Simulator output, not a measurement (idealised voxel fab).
Process module name: voxel tone inversion
Pictured: cross-section cut, 200 nm wide, on a grid of 5 nm square cells.
For the purposes of this document, a cross-section shall be understood as a grid of square cells, specified as bands listed in top-to-bottom order, each band consisting of one or more rows of cells. Look at the band entry: it leads with the top's height and the bottom's height in nm. Then it lists the materials left to right, with a width in nm for each. The word "everywhere" on a single material says that material fills the band edge to edge. The word "air" is empty space. All heights in this document are referenced to 0, defined as the level beneath which the wafer, as received, consists entirely of one material. The lowest band is not bounded below; it extends indefinitely downward and is written in the form "0..down". Width "30->40": first value at the band's top row of cells, second value at its bottom row, equal change from row to row. Given "remained the same" for a step, no cell of the cross-section differs between before and after that step. Closed-off voids of 8+ cells (no open route to the top) go in "Voids, enclosed", written width x height at distance from the left edge, in nm. after a step's settings: what the simulator itself notes on the step. overlay nm: where the mask lay relative to plan, measured to the right, on steps with a mask; negatives go left.

### Here's what the planned process steps look like
| 1 | RECEIVE with material Si |
| 2 | CONFORMAL_DEP with material SiN, thk nm 5 |
| 3 | DIRECTIONAL_DEP with material aC, thk nm 20 |
| 4 | PATTERN with tone cover, mask id POSTS, material resist, width nm 20, pitch nm 35, thk nm 30, overlay nm 0 |
| 5 | DIRECTIONAL_ETCH with etch materials aC, depth nm 20 |
| 6 | STRIP with etch materials resist |
| 7 | FILL_DEP with material SiO2, thk nm 10 |
| 8 | CMP with height nm 25 |
| 9 | STRIP with etch materials aC |
| 10 | CONFORMAL_DEP with material TiN, thk nm 5 |
| 11 | FILL_DEP with material W, thk nm 10 |
| 12 | CMP with height nm 25 |
| 13 | CONFORMAL_DEP with material SiCN, thk nm 5 |

### Received-state cross-section, reflecting completion of step 1
* 0..down: Si everywhere
* Voids, enclosed: none

### Final cross-section, module run with one mistake (start and plan as above)
* 30..25: SiCN everywhere
* 25..10: 55 of SiO2, then 5 of SiCN, then 10 of W, then 5 of SiCN, then 15 of SiO2, then 5 of SiCN, then 10 of W, then 5 of SiCN, then 15 of SiO2, then 5 of SiCN, then 10 of W, then 5 of SiCN, then 55 of SiO2
* 10..5: 55 of SiO2, then 20 of SiCN, then 15 of SiO2, then 20 of SiCN, then 15 of SiO2, then 20 of SiCN, then 55 of SiO2
* 5..0: SiN everywhere
* 0..down: Si everywhere
* Voids, enclosed: none
Run error: step 10: run off-plan, actual operation and settings CONFORMAL_DEP with material SiCN, thk nm 5
